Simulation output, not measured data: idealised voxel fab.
Module name: voxel self aligned vias (process module)
The cross-section shown here is cut; it is 280 nm wide and divided into square cells measuring 5 nm on a side.
Cross-section spec: square-cell grid; bands listed top down; each band is one or more rows. Band: top height; bottom height; in nm. Then, left to right: material with width in nm, for each material. "edge to edge": a single material spanning edge to edge. "air": empty space. Convention: height 0 is the level below which the wafer, as received, is all one material. The lowest band does not terminate at the bottom but continues downward, represented as "z 0 and below". Quick explanation for "30->40": the width changes in equal steps down the rows of cells, from the first number in the band's top row to the second number in its bottom row. When a step is marked "nothing was modified", none of the cells in the cross-section changed during that step. "Enclosed void listing": sealed empty spaces, 8 cells or more, no open way to top, listed width x height at distance, with distance from the left edge and width, height and distance in nm. Past the settings on a step's line: simulator remark, on that step. overlay nm, on a step with a mask: how far to the right of its planned place the mask lay; to the left if negative.

HERE'S WHAT THE PLANNED PROCESS STEPS LOOK LIKE
| 1 | RECEIVE: material Si |
| 2 | CONFORMAL_DEP: material SiO2, thk nm 10 |
| 3 | CONFORMAL_DEP: material SiCN, thk nm 5 |
| 4 | DIRECTIONAL_DEP: material SiO2, thk nm 25 |
| 5 | PATTERN: tone open, mask id LINES, material resist, width nm 20, pitch nm 50, thk nm 15, overlay nm 0 |
| 6 | DIRECTIONAL_ETCH: etch materials SiO2, depth nm 25 |
| 7 | STRIP: etch materials resist |
| 8 | CONFORMAL_DEP: material TiN, thk nm 5 |
| 9 | FILL_DEP: material Ru, thk nm 10 |
| 10 | CMP: height nm 40 |
| 11 | SELECTIVE_ETCH: etch materials W Ru TiN, depth nm 5 |
| 12 | FILL_DEP: material SiN, thk nm 10 |
| 13 | CMP: height nm 40 |
| 14 | DIRECTIONAL_DEP: material SiO2, thk nm 20 |
| 15 | MASKED_ETCH: tone open, mask id VIAS, width nm 30, pitch nm 50, etch materials SiO2, depth nm 20, overlay nm 0 |
| 16 | MASKED_ETCH: tone open, mask id VIAS, width nm 30, pitch nm 50, etch materials SiN, depth nm 5, overlay nm 0 |
| 17 | CONFORMAL_DEP: material TiN, thk nm 5 |
| 18 | FILL_DEP: material W, thk nm 10 |
| 19 | CMP: height nm 60 |
| 20 | CONFORMAL_DEP: material SiCN, thk nm 5 |

SO THIS IS THE INCOMING WAFER IN CROSS-SECTION - IT'S ALREADY BEEN THROUGH STEP 1
  z 0 and below | Si edge to edge
  Enclosed void listing: none

WHAT THE WAFER LOOKS LIKE IN CROSS-SECTION AFTER THIS MODULE, WHEN IT STARTS AS SHOWN ABOVE AND FOLLOWS THE PLAN ABOVE BUT ONE MISTAKE IS MADE IN RUNNING IT
  z 65 to 60 | SiCN edge to edge
  z 60 to 40 | 75 nm SiO2, 5 nm TiN, 20 nm W, 5 nm TiN, 20 nm SiO2, 5 nm TiN, 20 nm W, 5 nm TiN, 20 nm SiO2, 5 nm TiN, 20 nm W, 5 nm TiN, 75 nm SiO2
  z 40 to 35 | 75 nm SiN, 30 nm TiN, 20 nm SiN, 30 nm TiN, 20 nm SiN, 30 nm TiN, 75 nm SiN
  z 35 to 30 | 85 nm TiN, 10 nm Ru, 40 nm TiN, 10 nm Ru, 40 nm TiN, 10 nm Ru, 85 nm TiN
  z 30 to 10 | 80 nm SiO2, 5 nm TiN, 10 nm Ru, 5 nm TiN, 30 nm SiO2, 5 nm TiN, 10 nm Ru, 5 nm TiN, 30 nm SiO2, 5 nm TiN, 10 nm Ru, 5 nm TiN, 80 nm SiO2
  z 10 to 5 | 80 nm SiO2, 20 nm TiN, 30 nm SiO2, 20 nm TiN, 30 nm SiO2, 20 nm TiN, 80 nm SiO2
  z 5 to 0 | SiCN edge to edge
  z 0 and below | Si edge to edge
  Enclosed void listing: none
Want to know what went wrong? plan step 2: skipped, not run
